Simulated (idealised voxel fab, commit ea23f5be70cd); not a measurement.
You're looking at the process module voxel released beams.
210 nm wide, 5 nm square cells: that's cross-section cut.
A cross-section is a grid of square cells, given in bands from the top down. A band is one or more rows of cells. Within each band entry, the heights of the top and of the bottom of the band appear first, in that order and in nm; the materials of the band then follow from left to right, each with its corresponding width in nm. The designation "everywhere" on a single material indicates that it fills the band from edge to edge; the designation "air" indicates empty space. Zero point of the height axis is 0; under it, received wafer = one material. Lowest band: continues down indefinitely, "0 and below". The width entry "30 to 40" should be interpreted row by row: the top row of cells in the band takes the first number, the bottom row takes the second number, and the change between adjacent rows is uniform throughout. Given "nothing got changed" for a step, no cell of the cross-section differs between before and after that step. Heads up: "Sealed internal cavities" only lists the empty pockets with no open path to the top that are 8 cells or more, and it writes them as width x height at distance, distance from the left edge, in nm. Whatever follows a step's settings on its line is a remark the simulator itself makes about that step. overlay nm, on a step with a mask: how far to the right of its planned place the mask lay; to the left if negative.
Process steps (planned):
1 RECEIVE (material Si)
2 CONFORMAL_DEP (material Al2O3; thk nm 10)
3 DIRECTIONAL_DEP (material SiO2; thk nm 15)
4 MASKED_ETCH (tone open; mask id ANCHOR; width nm 40; etch materials SiO2; depth nm 15; overlay nm 0)
5 CONFORMAL_DEP (material SiN; thk nm 15)
6 MASKED_ETCH (tone cover; mask id BEAM; width nm 115; etch materials SiN; depth nm 15; overlay nm 0)
7 STRIP (etch materials SiO2)
Variable across wafers: step 6 width nm (plan value is that of the first wafer; starting state common to all).
So this is the first of several wafers, cross-sectioned as it came to us, meaning it's at the end of step 1:
	0 and below: Si everywhere
	Sealed internal cavities: none
Per wafer, end of module: cells gained (+) or lost (-) per material since receipt, then closed voids:
width nm 115 | +84 Al2O3 | +87 SiN | Sealed internal cavities: none
width nm 120 | +84 Al2O3 | +90 SiN | Sealed internal cavities: none
width nm 125 | +84 Al2O3 | +93 SiN | Sealed internal cavities: none
width nm 130 | +84 Al2O3 | +96 SiN | Sealed internal cavities: none
width nm 135 | +84 Al2O3 | +99 SiN | Sealed internal cavities: none
width nm 140 | +84 Al2O3 | +102 SiN | Sealed internal cavities: none
